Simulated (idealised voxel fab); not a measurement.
Process module, titled voxel double patterning
Each square cell in cross-section cut measures 5 nm, and the section as a whole is 205 nm wide.
When this document writes out a cross-section, it uses a grid of square cells and lists it as bands, beginning at the top and moving down, with a band standing for one or more rows of cells.
Band: top height; bottom height; in nm. Then, left to right: material with width in nm, for each material. "edge to edge": a single material spanning edge to edge. "empty": empty space.
Counting heights begins at 0, where everything beneath is, in the wafer as received, one material. The lowest band has no bottom; it goes on downwards, as "z 0 and below" shows.
It should be noted that a width expressed as "30->40" varies in equal increments from row to row of cells within the band, taking the value of the first number at the top row and that of the second number at the bottom row.
No cell of the cross-section changed in a step that is given as "nothing changed".
Basically, "Enclosed internal cavities" tells you about the enclosed voids: empty spaces with no open way to the top, 8 cells or bigger, each written width x height at distance, where distance is from the left edge, all in nm.
Anything after a step's settings on that line? It's the simulator's own note about the step.
overlay nm: for a step with a mask, the amount by which the mask lay right of where it was planned; a negative amount means left of it.
## Planned step list for the process
- 1: RECEIVE with material Si
- 2: CONFORMAL_DEP with material SiO2, thk nm 5
- 3: DIRECTIONAL_DEP with material W, thk nm 10
- 4: DIRECTIONAL_DEP with material SiN, thk nm 10
- 5: PATTERN with tone open, mask id FIRST, material resist, width nm 15, pitch nm 50, thk nm 15, overlay nm 0
- 6: DIRECTIONAL_ETCH with etch materials SiN, depth nm 10
- 7: STRIP with etch materials resist
- 8: MASKED_ETCH with tone open, mask id SECOND, width nm 15, etch materials SiN, depth nm 10, overlay nm 0
- 9: DIRECTIONAL_ETCH with etch materials W, depth nm 10
- 10: STRIP with etch materials SiN
## Cross-section: wafer on arrival = after step 1
- z 0 and below: Si edge to edge
- Enclosed internal cavities: none
## Same starting wafer, same plan as above, one mistake in the execution; this is the cross-section at the end of the module
- z 15 to 5: W: 70 / empty: 15 / W: 10 / empty: 20 / W: 5 / empty: 15 / W: 70
- z 5 to 0: SiO2 edge to edge
- z 0 and below: Si edge to edge
- Enclosed internal cavities: none
Plan not followed: step 8 was processed under conditions differing from the plan, specifically as MASKED_ETCH with tone open, mask id SECOND, width nm 20, etch materials SiN, depth nm 10, overlay nm 0
